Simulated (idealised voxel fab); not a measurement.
process module | voxel air gaps
cross-section cut | 235 nm wide | cells 5 nm
A cross-section is a grid of square cells, given in bands from the top down. A band is one or more rows of cells.
Each band's line starts with the height of the band's top and of its bottom, in nm. Then come its materials from left to right, each with its width in nm. One material with "throughout" fills the band from edge to edge. "air" is empty space.
Height 0 is the level under which the wafer as received is all one material. The lowest band goes on downwards, as in "0 down".
A width such as "30 to 40" changes by the same amount from each row of cells to the next, from the band's top row to its bottom row.
"no change" after a step means that no cell of the cross-section changed.
closed voids: empty space of 8 cells or more with no open way to the top, each as width x height at its distance from the left edge, in nm
after a step's settings: what the simulator itself notes on the step
overlay nm, on a step with a mask: how far to the right of its planned place the mask lay; to the left if negative
plan
1 op RECEIVE | material Si
2 op CONFORMAL_DEP | material SiO2 | thk nm 10
3 op CONFORMAL_DEP | material SiCN | thk nm 5
4 op DIRECTIONAL_DEP | material SiO2 | thk nm 40
5 op MASKED_ETCH | tone open | mask id LINES | width nm 20 | pitch nm 45 | etch materials SiO2 | depth nm 40 | overlay nm 0
6 op CONFORMAL_DEP | material TiN | thk nm 5
7 op FILL_DEP | material W | thk nm 5
8 op CMP | height nm 55
9 op EPI | material Ru | thk nm 10
10 op SELECTIVE_ETCH | etch materials SiO2 | depth nm 50
11 op CONFORMAL_DEP | material SiCN | thk nm 5
first wafer, as planned
as received, after step 1
  0 down: Si throughout
  closed voids: none
after step 2
  10 to 0: SiO2 throughout
  below 0: unchanged
after step 3
  15 to 10: SiCN throughout
  below 10: unchanged
after step 4
  55 to 15: SiO2 throughout
  below 15: unchanged
after step 5
  55 to 15: SiO2 40 | air 20 | SiO2 25 | air 20 | SiO2 25 | air 20 | SiO2 25 | air 20 | SiO2 40
  below 15: unchanged
after step 6
  60 to 55: TiN 45 | air 10 | TiN 35 | air 10 | TiN 35 | air 10 | TiN 35 | air 10 | TiN 45
  55 to 20: SiO2 40 | TiN 5 | air 10 | TiN 5 | SiO2 25 | TiN 5 | air 10 | TiN 5 | SiO2 25 | TiN 5 | air 10 | TiN 5 | SiO2 25 | TiN 5 | air 10 | TiN 5 | SiO2 40
  20 to 15: SiO2 40 | TiN 20 | SiO2 25 | TiN 20 | SiO2 25 | TiN 20 | SiO2 25 | TiN 20 | SiO2 40
  below 15: unchanged
after step 7
  65 to 60: W throughout
  60 to 55: TiN 45 | W 10 | TiN 35 | W 10 | TiN 35 | W 10 | TiN 35 | W 10 | TiN 45
  55 to 20: SiO2 40 | TiN 5 | W 10 | TiN 5 | SiO2 25 | TiN 5 | W 10 | TiN 5 | SiO2 25 | TiN 5 | W 10 | TiN 5 | SiO2 25 | TiN 5 | W 10 | TiN 5 | SiO2 40
  below 20: unchanged
after step 8
  55 to 20: SiO2 40 | TiN 5 | W 10 | TiN 5 | SiO2 25 | TiN 5 | W 10 | TiN 5 | SiO2 25 | TiN 5 | W 10 | TiN 5 | SiO2 25 | TiN 5 | W 10 | TiN 5 | SiO2 40
  below 20: unchanged
after step 9
  65 to 55: air 30 | Ru 40 | air 5 | Ru 40 | air 5 | Ru 40 | air 5 | Ru 40 | air 30
  below 55: unchanged
after step 10
  65 to 55: air 30 | Ru 40 | air 5 | Ru 40 | air 5 | Ru 40 | air 5 | Ru 40 | air 30
  55 to 20: air 40 | TiN 5 | W 10 | TiN 5 | air 25 | TiN 5 | W 10 | TiN 5 | air 25 | TiN 5 | W 10 | TiN 5 | air 25 | TiN 5 | W 10 | TiN 5 | air 40
  20 to 15: air 40 | TiN 20 | air 25 | TiN 20 | air 25 | TiN 20 | air 25 | TiN 20 | air 40
  below 15: unchanged
after step 11
  70 to 65: air 25 | SiCN 185 | air 25
  65 to 55: air 25 | SiCN 5 | Ru 40 | SiCN 5 | Ru 40 | SiCN 5 | Ru 40 | SiCN 5 | Ru 40 | SiCN 5 | air 25
  55 to 50: air 25 | SiCN 15 | TiN 5 | W 10 | TiN 5 | SiCN 25 | TiN 5 | W 10 | TiN 5 | SiCN 25 | TiN 5 | W 10 | TiN 5 | SiCN 25 | TiN 5 | W 10 | TiN 5 | SiCN 15 | air 25
  50 to 20: air 35 | SiCN 5 | TiN 5 | W 10 | TiN 5 | SiCN 5 | air 15 | SiCN 5 | TiN 5 | W 10 | TiN 5 | SiCN 5 | air 15 | SiCN 5 | TiN 5 | W 10 | TiN 5 | SiCN 5 | air 15 | SiCN 5 | TiN 5 | W 10 | TiN 5 | SiCN 5 | air 35
  20 to 15: SiCN 40 | TiN 20 | SiCN 25 | TiN 20 | SiCN 25 | TiN 20 | SiCN 25 | TiN 20 | SiCN 40
  below 15: unchanged
  closed voids: 15 x 30 at 65; 15 x 30 at 110; 15 x 30 at 155
second wafer: like start, like plan, one mistake. Through step 10 it matches the first wafer
when step 11 should have ended: no change
what went wrong: step 11 was left out
at the end the second wafer has, in cells: 147 fewer of SiCN
closed voids at the end (first wafer, second wafer): 3, 0
